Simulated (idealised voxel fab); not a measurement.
process module | voxel spacer lines
cross-section cut | 270 nm wide | cells 5 nm
A cross-section is a grid of square cells, given in bands from the top down. A band is one or more rows of cells.
Each band's line starts with the height of the band's top and of its bottom, in nm. Then come its materials from left to right, each with its width in nm. One material with "throughout" fills the band from edge to edge. "air" is empty space.
Height 0 is the level under which the wafer as received is all one material. The lowest band goes on downwards, as in "0 down".
A width such as "30 to 40" changes by the same amount from each row of cells to the next, from the band's top row to its bottom row.
"no change" after a step means that no cell of the cross-section changed.
closed voids: empty space of 8 cells or more with no open way to the top, each as width x height at its distance from the left edge, in nm
after a step's settings: what the simulator itself notes on the step
overlay nm, on a step with a mask: how far to the right of its planned place the mask lay; to the left if negative
plan
1 op RECEIVE | material Si
2 op CONFORMAL_DEP | material SiO2 | thk nm 5
3 op DIRECTIONAL_DEP | material TiN | thk nm 10
4 op DIRECTIONAL_DEP | material aC | thk nm 30
5 op PATTERN | tone cover | mask id MANDREL | material resist | width nm 15 | pitch nm 60 | thk nm 40 | overlay nm 0
6 op DIRECTIONAL_ETCH | etch materials aC | depth nm 30
7 op STRIP | etch materials resist
8 op CONFORMAL_DEP | material SiN | thk nm 15
9 op DIRECTIONAL_ETCH | etch materials SiN | depth nm 15
10 op STRIP | etch materials aC
11 op DIRECTIONAL_ETCH | etch materials TiN | depth nm 10
12 op STRIP | etch materials SiN
13 op FILL_DEP | material SiO2 | thk nm 10
14 op CMP | height nm 15
as received, after step 1
  0 down: Si throughout
  closed voids: none
first wafer at the end, as planned
  15 to 5: SiO2 50 | TiN 15 | SiO2 15 | TiN 15 | SiO2 15 | TiN 15 | SiO2 15 | TiN 15 | SiO2 15 | TiN 15 | SiO2 15 | TiN 15 | SiO2 55
  5 to 0: SiO2 throughout
  0 down: Si throughout
  closed voids: none
second wafer at the end: like start, like plan, one mistake
  15 to 5: aC throughout
  5 to 0: SiO2 throughout
  0 down: Si throughout
  closed voids: none
what went wrong: steps 3 and 4 were swapped
at the end the second wafer has, in cells: 72 fewer of SiO2 | 36 fewer of TiN | 108 more of aC
